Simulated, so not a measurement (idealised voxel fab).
process module | voxel transistor to metal
cross-section cut | 290 nm wide | cells 5 nm
A cross-section is a grid of square cells, given in bands from the top down. A band is one or more rows of cells.
Each band's line starts with the height of the band's top and of its bottom, in nm. Then come its materials from left to right, each with its width in nm. One material with "throughout" fills the band from edge to edge. "air" is empty space.
Height 0 is the level under which the wafer as received is all one material. The lowest band goes on downwards, as in "0 down".
A width such as "30 to 40" changes by the same amount from each row of cells to the next, from the band's top row to its bottom row.
"no change" after a step means that no cell of the cross-section changed.
closed voids: empty space of 8 cells or more with no open way to the top, each as width x height at its distance from the left edge, in nm
after a step's settings: what the simulator itself notes on the step
overlay nm, on a step with a mask: how far to the right of its planned place the mask lay; to the left if negative
plan
1 op RECEIVE | material Si
2 op OXIDIZE | depth nm 5
3 op CONFORMAL_DEP | material SiN | thk nm 10
4 op MASKED_ETCH | tone cover | mask id ACTIVE | width nm 95 | pitch nm 115 | etch materials SiN | depth nm 10 | overlay nm 0
5 op MASKED_ETCH | tone cover | mask id ACTIVE | width nm 95 | pitch nm 115 | etch materials SiO2 | depth nm 5 | overlay nm 0
6 op MASKED_ETCH | tone cover | mask id ACTIVE | width nm 95 | pitch nm 115 | etch materials Si | depth nm 35 | overlay nm 0
7 op FILL_DEP | material SiO2 | thk nm 10
8 op CMP | height nm 10
9 op SELECTIVE_ETCH | etch materials SiO2 | depth nm 5
10 op STRIP | etch materials SiN
11 op SELECTIVE_ETCH | etch materials SiO2 | depth nm 5
12 op OXIDIZE | depth nm 5
13 op DIRECTIONAL_DEP | material polySi | thk nm 20
14 op DIRECTIONAL_DEP | material SiCN | thk nm 10
15 op MASKED_ETCH | tone cover | mask id GATE | width nm 15 | pitch nm 115 | etch materials SiCN | depth nm 20 | overlay nm 0
16 op MASKED_ETCH | tone cover | mask id GATE | width nm 15 | pitch nm 115 | etch materials polySi | depth nm 30 | overlay nm 0
17 op CONFORMAL_DEP | material SiO2 | thk nm 5
18 op DIRECTIONAL_ETCH | etch materials SiO2 | depth nm 5
19 op CONFORMAL_DEP | material SiN | thk nm 10
20 op DIRECTIONAL_ETCH | etch materials SiN | depth nm 10
21 op DIRECTIONAL_ETCH | etch materials SiO2 | depth nm 5
22 op DIRECTIONAL_ETCH | etch materials Si | depth nm 10
23 op EPI | material nSi | thk nm 10
24 op FILL_DEP | material SiO2 | thk nm 10
25 op CMP | height nm 25
26 op DIRECTIONAL_DEP | material SiO2 | thk nm 15
27 op PATTERN | tone open | mask id CONTACT | material resist | width nm 20 | thk nm 15 | overlay nm 0
28 op DIRECTIONAL_ETCH | etch materials SiO2 | depth nm 40
29 op STRIP | etch materials resist
30 op CONFORMAL_DEP | material TiN | thk nm 5
31 op FILL_DEP | material W | thk nm 10
32 op CMP | height nm 40
33 op CONFORMAL_DEP | material SiN | thk nm 5
34 op DIRECTIONAL_DEP | material lowk | thk nm 20
35 op DIRECTIONAL_DEP | material aC | thk nm 10
36 op PATTERN | tone open | mask id METAL_1 | material resist | width nm 20 | thk nm 25 | overlay nm 0
37 op DIRECTIONAL_ETCH | etch materials aC | depth nm 10
38 op STRIP | etch materials resist
39 op DIRECTIONAL_ETCH | etch materials lowk | depth nm 20
40 op DIRECTIONAL_ETCH | etch materials SiN | depth nm 5
41 op STRIP | etch materials aC
42 op CONFORMAL_DEP | material TiN | thk nm 5
43 op FILL_DEP | material Cu | thk nm 5
44 op CMP | height nm 65
45 op CONFORMAL_DEP | material SiCN | thk nm 5
46 op DIRECTIONAL_DEP | material lowk | thk nm 30
47 op DIRECTIONAL_DEP | material aC | thk nm 15
48 op PATTERN | tone open | mask id METAL_2 | material resist | width nm 20 | pitch nm 115 | thk nm 35 | overlay nm 0
49 op DIRECTIONAL_ETCH | etch materials aC | depth nm 15
50 op STRIP | etch materials resist
51 op DIRECTIONAL_ETCH | etch materials lowk | depth nm 20
52 op STRIP | etch materials aC
53 op MASKED_ETCH | tone open | mask id METAL_2_HOLES | width nm 15 | pitch nm 115 | etch materials lowk | depth nm 10 | overlay nm 0
54 op MASKED_ETCH | tone open | mask id METAL_2_HOLES | width nm 15 | pitch nm 115 | etch materials SiCN | depth nm 5 | overlay nm 0
55 op CONFORMAL_DEP | material TiN | thk nm 5
56 op FILL_DEP | material Cu | thk nm 5
57 op CMP | height nm 100
58 op CONFORMAL_DEP | material SiCN | thk nm 5
as received, after step 1
  0 down: Si throughout
  closed voids: none
a wafer at the end: this start, this plan, one mistake
  105 to 100: SiCN throughout
  100 to 85: lowk 45 | TiN 5 | Cu 10 | TiN 5 | lowk 95 | TiN 5 | Cu 10 | TiN 5 | lowk 110
  85 to 80: lowk 45 | TiN 5 | Cu 5 | TiN 10 | lowk 95 | TiN 5 | Cu 5 | TiN 10 | lowk 110
  80 to 70: lowk 45 | TiN 5 | Cu 5 | TiN 5 | lowk 100 | TiN 5 | Cu 5 | TiN 5 | lowk 115
  70 to 65: SiCN 45 | TiN 15 | SiCN 100 | TiN 15 | SiCN 115
  65 to 45: lowk 45 | TiN 5 | Cu 10 | TiN 5 | lowk 45 | TiN 5 | Cu 10 | TiN 5 | lowk 30 | TiN 5 | Cu 10 | TiN 5 | lowk 45 | TiN 5 | Cu 10 | TiN 5 | lowk 45
  45 to 40: SiN 45 | TiN 20 | SiN 45 | TiN 20 | SiN 30 | TiN 20 | SiN 45 | TiN 20 | SiN 45
  40 to 25: SiO2 45 | TiN 5 | W 10 | TiN 5 | SiO2 45 | TiN 5 | W 10 | TiN 5 | SiO2 30 | TiN 5 | W 10 | TiN 5 | SiO2 45 | TiN 5 | W 10 | TiN 5 | SiO2 45
  25 to 15: SiO2 45 | TiN 5 | W 10 | TiN 5 | SiN 10 | SiO2 5 | SiCN 15 | SiO2 5 | SiN 10 | TiN 5 | W 10 | TiN 5 | SiO2 30 | TiN 5 | W 10 | TiN 5 | SiN 10 | SiO2 5 | SiCN 15 | SiO2 5 | SiN 10 | TiN 5 | W 10 | TiN 5 | SiO2 45
  15 to 5: SiO2 45 | TiN 5 | W 10 | TiN 5 | SiN 10 | SiO2 5 | polySi 15 | SiO2 5 | SiN 10 | TiN 5 | W 10 | TiN 5 | SiO2 30 | TiN 5 | W 10 | TiN 5 | SiN 10 | SiO2 5 | polySi 15 | SiO2 5 | SiN 10 | TiN 5 | W 10 | TiN 5 | SiO2 45
  5 to 0: SiO2 45 | TiN 20 | SiN 10 | SiO2 5 | polySi 15 | SiO2 5 | SiN 10 | TiN 20 | SiO2 30 | TiN 20 | SiN 10 | SiO2 5 | polySi 15 | SiO2 5 | SiN 10 | TiN 20 | SiO2 45
  0 to -5: SiO2 40 | SiN 10 | nSi 15 | SiN 10 | SiO2 5 | polySi 15 | SiO2 5 | SiN 10 | nSi 15 | SiN 10 | SiO2 20 | SiN 10 | nSi 15 | SiN 10 | SiO2 5 | polySi 15 | SiO2 5 | SiN 10 | nSi 15 | SiN 10 | SiO2 40
  -5 to -10: SiO2 50 | nSi 15 | SiO2 45 | nSi 15 | SiO2 40 | nSi 15 | SiO2 45 | nSi 15 | SiO2 50
  -10 to -20: SiO2 40 | Si 10 | nSi 15 | Si 45 | nSi 15 | Si 10 | SiO2 20 | Si 10 | nSi 15 | Si 45 | nSi 15 | Si 10 | SiO2 40
  -20 to -75: SiO2 40 | Si 95 | SiO2 20 | Si 95 | SiO2 40
  -75 down: Si throughout
  closed voids: none
what went wrong: step 6 was run twice
